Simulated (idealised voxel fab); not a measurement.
process module | voxel transistor to metal
cross-section cut | 210 nm wide | cells 5 nm
A cross-section is a grid of square cells, given in bands from the top down. A band is one or more rows of cells.
Each band's line starts with the height of the band's top and of its bottom, in nm. Then come its materials from left to right, each with its width in nm. One material with "throughout" fills the band from edge to edge. "air" is empty space.
Height 0 is the level under which the wafer as received is all one material. The lowest band goes on downwards, as in "0 down".
A width such as "30 to 40" changes by the same amount from each row of cells to the next, from the band's top row to its bottom row.
"no change" after a step means that no cell of the cross-section changed.
closed voids: empty space of 8 cells or more with no open way to the top, each as width x height at its distance from the left edge, in nm
after a step's settings: what the simulator itself notes on the step
overlay nm, on a step with a mask: how far to the right of its planned place the mask lay; to the left if negative
plan
1 op RECEIVE | material Si
2 op CONFORMAL_DEP | material SiO2 | thk nm 5
3 op CONFORMAL_DEP | material SiN | thk nm 10
4 op DIRECTIONAL_DEP | material aC | thk nm 15
5 op PATTERN | tone cover | mask id ACTIVE | material resist | width nm 105 | thk nm 30 | overlay nm 0
6 op DIRECTIONAL_ETCH | etch materials aC | depth nm 15
7 op STRIP | etch materials resist
8 op DIRECTIONAL_ETCH | etch materials SiN | depth nm 10
9 op DIRECTIONAL_ETCH | etch materials SiO2 | depth nm 5
10 op DIRECTIONAL_ETCH | etch materials Si | depth nm 35
11 op STRIP | etch materials aC
12 op OXIDIZE | depth nm 5
13 op FILL_DEP | material SiO2 | thk nm 5
14 op CMP | height nm 15
15 op SELECTIVE_ETCH | etch materials SiO2 | depth nm 10
16 op STRIP | etch materials SiN
17 op SELECTIVE_ETCH | etch materials SiO2 | depth nm 5
18 op OXIDIZE | depth nm 5
19 op DIRECTIONAL_DEP | material polySi | thk nm 30
20 op DIRECTIONAL_DEP | material SiCN | thk nm 15
21 op PATTERN | tone cover | mask id GATE | material resist | width nm 25 | thk nm 20 | overlay nm 0
22 op DIRECTIONAL_ETCH | etch materials SiCN | depth nm 25
23 op DIRECTIONAL_ETCH | etch materials polySi | depth nm 40
24 op STRIP | etch materials resist
25 op CONFORMAL_DEP | material SiN | thk nm 5
26 op DIRECTIONAL_ETCH | etch materials SiN | depth nm 5
27 op DIRECTIONAL_ETCH | etch materials SiO2 | depth nm 5
28 op EPI | material pSi | thk nm 5
29 op FILL_DEP | material SiO2 | thk nm 5
30 op CMP | height nm 30
31 op STRIP | etch materials polySi
32 op SELECTIVE_ETCH | etch materials SiO2 | depth nm 5
33 op CONFORMAL_DEP | material HfO2 | thk nm 5
34 op CONFORMAL_DEP | material TiN | thk nm 5
35 op FILL_DEP | material W | thk nm 10
36 op CMP | height nm 25
37 op DIRECTIONAL_DEP | material SiO2 | thk nm 15
38 op MASKED_ETCH | tone open | mask id CONTACT | width nm 15 | pitch nm 70 | etch materials SiO2 | depth nm 40 | overlay nm 0
39 op CONFORMAL_DEP | material TiN | thk nm 5
40 op FILL_DEP | material W | thk nm 10
41 op CMP | height nm 40
42 op DIRECTIONAL_DEP | material TiN | thk nm 5
43 op DIRECTIONAL_DEP | material Ru | thk nm 20
44 op MASKED_ETCH | tone cover | mask id METAL_1 | width nm 15 | pitch nm 70 | etch materials Ru | depth nm 20 | overlay nm 0
45 op MASKED_ETCH | tone cover | mask id METAL_1 | width nm 15 | pitch nm 70 | etch materials TiN | depth nm 5 | overlay nm 0
46 op FILL_DEP | material lowk | thk nm 5
47 op CMP | height nm 65
48 op CONFORMAL_DEP | material SiCN | thk nm 5
first wafer, as planned
as received, after step 1
  0 down: Si throughout
  closed voids: none
after step 2
  5 to 0: SiO2 throughout
  below 0: unchanged
after step 3
  15 to 5: SiN throughout
  below 5: unchanged
after step 4
  30 to 15: aC throughout
  below 15: unchanged
after step 5
  60 to 30: air 50 | resist 105 | air 55
  below 30: unchanged
after step 6
  45 to 30: air 50 | resist 105 | air 55
  30 to 15: air 50 | aC 105 | air 55
  below 15: unchanged
after step 7
  30 to 15: air 50 | aC 105 | air 55
  below 15: unchanged
after step 8
  30 to 15: air 50 | aC 105 | air 55
  15 to 5: air 50 | SiN 105 | air 55
  below 5: unchanged
after step 9
  30 to 15: air 50 | aC 105 | air 55
  15 to 5: air 50 | SiN 105 | air 55
  5 to 0: air 50 | SiO2 105 | air 55
  below 0: unchanged
after step 10
  30 to 15: air 50 | aC 105 | air 55
  15 to 5: air 50 | SiN 105 | air 55
  5 to 0: air 50 | SiO2 105 | air 55
  0 to -35: air 50 | Si 105 | air 55
  below -35: unchanged
after step 11
  15 to 5: air 50 | SiN 105 | air 55
  below 5: unchanged
after step 12
  15 to 5: air 50 | SiN 105 | air 55
  5 to 0: air 50 | SiO2 105 | air 55
  0 to -35: air 50 | SiO2 5 | Si 95 | SiO2 5 | air 55
  -35 to -40: SiO2 55 | Si 95 | SiO2 60
  below -40: unchanged
after step 13
  20 to 15: SiO2 throughout
  15 to 5: SiO2 50 | SiN 105 | SiO2 55
  5 to 0: SiO2 throughout
  0 to -40: SiO2 55 | Si 95 | SiO2 60
  below -40: unchanged
after step 14
  15 to 5: SiO2 50 | SiN 105 | SiO2 55
  below 5: unchanged
after step 15
  15 to 5: air 50 | SiN 105 | air 55
  below 5: unchanged
after step 16
  5 to 0: SiO2 throughout
  below 0: unchanged
after step 17
  0 to -40: SiO2 55 | Si 95 | SiO2 60
  below -40: unchanged
after step 18
  0 to -5: SiO2 throughout
  below -5: unchanged
after step 19
  30 to 0: polySi throughout
  below 0: unchanged
after step 20
  45 to 30: SiCN throughout
  below 30: unchanged
after step 21
  65 to 45: air 90 | resist 25 | air 95
  below 45: unchanged
after step 22
  65 to 45: air 90 | resist 25 | air 95
  45 to 30: air 90 | SiCN 25 | air 95
  below 30: unchanged
after step 23
  65 to 45: air 90 | resist 25 | air 95
  45 to 30: air 90 | SiCN 25 | air 95
  30 to 0: air 90 | polySi 25 | air 95
  below 0: unchanged
after step 24
  45 to 30: air 90 | SiCN 25 | air 95
  below 30: unchanged
after step 25
  50 to 45: air 85 | SiN 35 | air 90
  45 to 30: air 85 | SiN 5 | SiCN 25 | SiN 5 | air 90
  30 to 5: air 85 | SiN 5 | polySi 25 | SiN 5 | air 90
  5 to 0: SiN 90 | polySi 25 | SiN 95
  below 0: unchanged
after step 26
  45 to 30: air 85 | SiN 5 | SiCN 25 | SiN 5 | air 90
  30 to 0: air 85 | SiN 5 | polySi 25 | SiN 5 | air 90
  below 0: unchanged
after step 27
  45 to 30: air 85 | SiN 5 | SiCN 25 | SiN 5 | air 90
  30 to 0: air 85 | SiN 5 | polySi 25 | SiN 5 | air 90
  0 to -5: air 85 | SiO2 35 | air 90
  below -5: unchanged
after step 28
  45 to 30: air 85 | SiN 5 | SiCN 25 | SiN 5 | air 90
  30 to 0: air 85 | SiN 5 | polySi 25 | SiN 5 | air 90
  0 to -5: air 50 | pSi 35 | SiO2 35 | pSi 35 | air 55
  below -5: unchanged
after step 29
  50 to 45: SiO2 throughout
  45 to 30: SiO2 85 | SiN 5 | SiCN 25 | SiN 5 | SiO2 90
  30 to 0: SiO2 85 | SiN 5 | polySi 25 | SiN 5 | SiO2 90
  0 to -5: SiO2 50 | pSi 35 | SiO2 35 | pSi 35 | SiO2 55
  below -5: unchanged
after step 30
  30 to 0: SiO2 85 | SiN 5 | polySi 25 | SiN 5 | SiO2 90
  below 0: unchanged
after step 31
  30 to 0: SiO2 85 | SiN 5 | air 25 | SiN 5 | SiO2 90
  below 0: unchanged
after step 32
  30 to 25: air 85 | SiN 5 | air 25 | SiN 5 | air 90
  25 to 0: SiO2 85 | SiN 5 | air 25 | SiN 5 | SiO2 90
  0 to -5: SiO2 50 | pSi 35 | air 35 | pSi 35 | SiO2 55
  below -5: unchanged
after step 33
  35 to 30: air 80 | HfO2 15 | air 15 | HfO2 15 | air 85
  30 to 25: HfO2 85 | SiN 5 | HfO2 5 | air 15 | HfO2 5 | SiN 5 | HfO2 90
  25 to 0: SiO2 85 | SiN 5 | HfO2 5 | air 15 | HfO2 5 | SiN 5 | SiO2 90
  0 to -5: SiO2 50 | pSi 35 | HfO2 35 | pSi 35 | SiO2 55
  below -5: unchanged
after step 34
  40 to 35: air 75 | TiN 25 | air 5 | TiN 25 | air 80
  35 to 30: TiN 80 | HfO2 15 | TiN 5 | air 5 | TiN 5 | HfO2 15 | TiN 85
  30 to 25: HfO2 85 | SiN 5 | HfO2 5 | TiN 5 | air 5 | TiN 5 | HfO2 5 | SiN 5 | HfO2 90
  25 to 5: SiO2 85 | SiN 5 | HfO2 5 | TiN 5 | air 5 | TiN 5 | HfO2 5 | SiN 5 | SiO2 90
  5 to 0: SiO2 85 | SiN 5 | HfO2 5 | TiN 15 | HfO2 5 | SiN 5 | SiO2 90
  below 0: unchanged
after step 35
  50 to 40: W throughout
  40 to 35: W 75 | TiN 25 | W 5 | TiN 25 | W 80
  35 to 30: TiN 80 | HfO2 15 | TiN 5 | W 5 | TiN 5 | HfO2 15 | TiN 85
  30 to 25: HfO2 85 | SiN 5 | HfO2 5 | TiN 5 | W 5 | TiN 5 | HfO2 5 | SiN 5 | HfO2 90
  25 to 5: SiO2 85 | SiN 5 | HfO2 5 | TiN 5 | W 5 | TiN 5 | HfO2 5 | SiN 5 | SiO2 90
  below 5: unchanged
after step 36
  25 to 5: SiO2 85 | SiN 5 | HfO2 5 | TiN 5 | W 5 | TiN 5 | HfO2 5 | SiN 5 | SiO2 90
  below 5: unchanged
after step 37
  40 to 25: SiO2 throughout
  below 25: unchanged
after step 38
  40 to 25: SiO2 60 | air 15 | SiO2 55 | air 15 | SiO2 65
  25 to 5: SiO2 60 | air 15 | SiO2 10 | SiN 5 | HfO2 5 | TiN 5 | W 5 | TiN 5 | HfO2 5 | SiN 5 | SiO2 10 | air 15 | SiO2 65
  5 to 0: SiO2 60 | air 15 | SiO2 10 | SiN 5 | HfO2 5 | TiN 15 | HfO2 5 | SiN 5 | SiO2 10 | air 15 | SiO2 65
  below 0: unchanged
after step 39
  45 to 40: TiN 65 | air 5 | TiN 65 | air 5 | TiN 70
  40 to 25: SiO2 60 | TiN 5 | air 5 | TiN 5 | SiO2 55 | TiN 5 | air 5 | TiN 5 | SiO2 65
  25 to 5: SiO2 60 | TiN 5 | air 5 | TiN 5 | SiO2 10 | SiN 5 | HfO2 5 | TiN 5 | W 5 | TiN 5 | HfO2 5 | SiN 5 | SiO2 10 | TiN 5 | air 5 | TiN 5 | SiO2 65
  5 to 0: SiO2 60 | TiN 15 | SiO2 10 | SiN 5 | HfO2 5 | TiN 15 | HfO2 5 | SiN 5 | SiO2 10 | TiN 15 | SiO2 65
  below 0: unchanged
after step 40
  55 to 45: W throughout
  45 to 40: TiN 65 | W 5 | TiN 65 | W 5 | TiN 70
  40 to 25: SiO2 60 | TiN 5 | W 5 | TiN 5 | SiO2 55 | TiN 5 | W 5 | TiN 5 | SiO2 65
  25 to 5: SiO2 60 | TiN 5 | W 5 | TiN 5 | SiO2 10 | SiN 5 | HfO2 5 | TiN 5 | W 5 | TiN 5 | HfO2 5 | SiN 5 | SiO2 10 | TiN 5 | W 5 | TiN 5 | SiO2 65
  below 5: unchanged
after step 41
  40 to 25: SiO2 60 | TiN 5 | W 5 | TiN 5 | SiO2 55 | TiN 5 | W 5 | TiN 5 | SiO2 65
  below 25: unchanged
after step 42
  45 to 40: TiN throughout
  below 40: unchanged
after step 43
  65 to 45: Ru throughout
  below 45: unchanged
after step 44
  65 to 45: air 60 | Ru 15 | air 55 | Ru 15 | air 65
  below 45: unchanged
after step 45
  65 to 45: air 60 | Ru 15 | air 55 | Ru 15 | air 65
  45 to 40: air 60 | TiN 15 | air 55 | TiN 15 | air 65
  below 40: unchanged
after step 46
  70 to 65: lowk throughout
  65 to 45: lowk 60 | Ru 15 | lowk 55 | Ru 15 | lowk 65
  45 to 40: lowk 60 | TiN 15 | lowk 55 | TiN 15 | lowk 65
  below 40: unchanged
after step 47
  65 to 45: lowk 60 | Ru 15 | lowk 55 | Ru 15 | lowk 65
  below 45: unchanged
after step 48
  70 to 65: SiCN throughout
  below 65: unchanged
second wafer: like start, like plan, one mistake. Through step 46 it matches the first wafer
when step 47 should have ended
  65 to 45: lowk 60 | Ru 15 | lowk 55 | Ru 15 | lowk 65
  below 45: unchanged
when step 48 should have ended
  70 to 65: SiCN throughout
  below 65: unchanged
what went wrong: step 47 was run twice
at the end the two cross-sections are the same: no effect in what this model computes
